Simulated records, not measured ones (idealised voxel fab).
process module | voxel gate over fins
cross-section cut | 210 nm wide | cells 5 nm
A cross-section is a grid of square cells, given in bands from the top down. A band is one or more rows of cells.
Each band's line starts with the height of the band's top and of its bottom, in nm. Then come its materials from left to right, each with its width in nm. One material with "throughout" fills the band from edge to edge. "air" is empty space.
Height 0 is the level under which the wafer as received is all one material. The lowest band goes on downwards, as in "0 down".
A width such as "30 to 40" changes by the same amount from each row of cells to the next, from the band's top row to its bottom row.
"no change" after a step means that no cell of the cross-section changed.
closed voids: empty space of 8 cells or more with no open way to the top, each as width x height at its distance from the left edge, in nm
after a step's settings: what the simulator itself notes on the step
overlay nm, on a step with a mask: how far to the right of its planned place the mask lay; to the left if negative
plan
1 op RECEIVE | material Si
2 op CONFORMAL_DEP | material SiN | thk nm 10
3 op DIRECTIONAL_DEP | material aC | thk nm 15
4 op PATTERN | tone cover | mask id FINS | material resist | width nm 15 | pitch nm 50 | thk nm 30 | overlay nm 0
5 op DIRECTIONAL_ETCH | etch materials aC | depth nm 15
6 op STRIP | etch materials resist
7 op DIRECTIONAL_ETCH | etch materials SiN | depth nm 10
8 op DIRECTIONAL_ETCH | etch materials Si | depth nm 35
9 op STRIP | etch materials aC
10 op FILL_DEP | material SiO2 | thk nm 10
11 op CMP | height nm 10
12 op MASKED_ETCH | tone open | mask id RAIL | width nm 15 | etch materials SiO2 | depth nm 40 | overlay nm -15
13 op CONFORMAL_DEP | material TiN | thk nm 5
14 op FILL_DEP | material W | thk nm 5
15 op CMP | height nm 10
16 op SELECTIVE_ETCH | etch materials W Ru TiN | depth nm 25
17 op FILL_DEP | material SiO2 | thk nm 5
18 op CMP | height nm 10
19 op SELECTIVE_ETCH | etch materials SiO2 | depth nm 20
20 op STRIP | etch materials SiN
21 op CONFORMAL_DEP | material HfO2 | thk nm 5
22 op CONFORMAL_DEP | material TiN | thk nm 5
23 op CONFORMAL_DEP | material TiAl | thk nm 5
24 op CONFORMAL_DEP | material TiN | thk nm 5
25 op FILL_DEP | material W | thk nm 15
26 op CMP | height nm 30
27 op CONFORMAL_DEP | material SiN | thk nm 5
varied across the wafers: overlay nm of step 12. The plan shows the first wafer's value. All wafers start alike
first wafer as received, after step 1
  0 down: Si throughout
  closed voids: none
each wafer at the end: cells of each material gained (+) or lost (-) since it was received, then its closed voids
overlay nm -15 | +54 HfO2 | -231 Si | +42 SiN | +159 SiO2 | +54 TiAl | +110 TiN | +106 W | closed voids: none
overlay nm -10 | +54 HfO2 | -231 Si | +42 SiN | +156 SiO2 | +54 TiAl | +111 TiN | +108 W | closed voids: none
overlay nm -5 | +54 HfO2 | -231 Si | +42 SiN | +156 SiO2 | +54 TiAl | +111 TiN | +108 W | closed voids: none
overlay nm 0 | +54 HfO2 | -231 Si | +42 SiN | +156 SiO2 | +54 TiAl | +111 TiN | +108 W | closed voids: none
overlay nm 5 | +54 HfO2 | -231 Si | +42 SiN | +156 SiO2 | +54 TiAl | +111 TiN | +108 W | closed voids: none
overlay nm 10 | +54 HfO2 | -231 Si | +42 SiN | +156 SiO2 | +54 TiAl | +111 TiN | +108 W | closed voids: none
overlay nm 15 | +54 HfO2 | -231 Si | +42 SiN | +159 SiO2 | +54 TiAl | +110 TiN | +106 W | closed voids: none
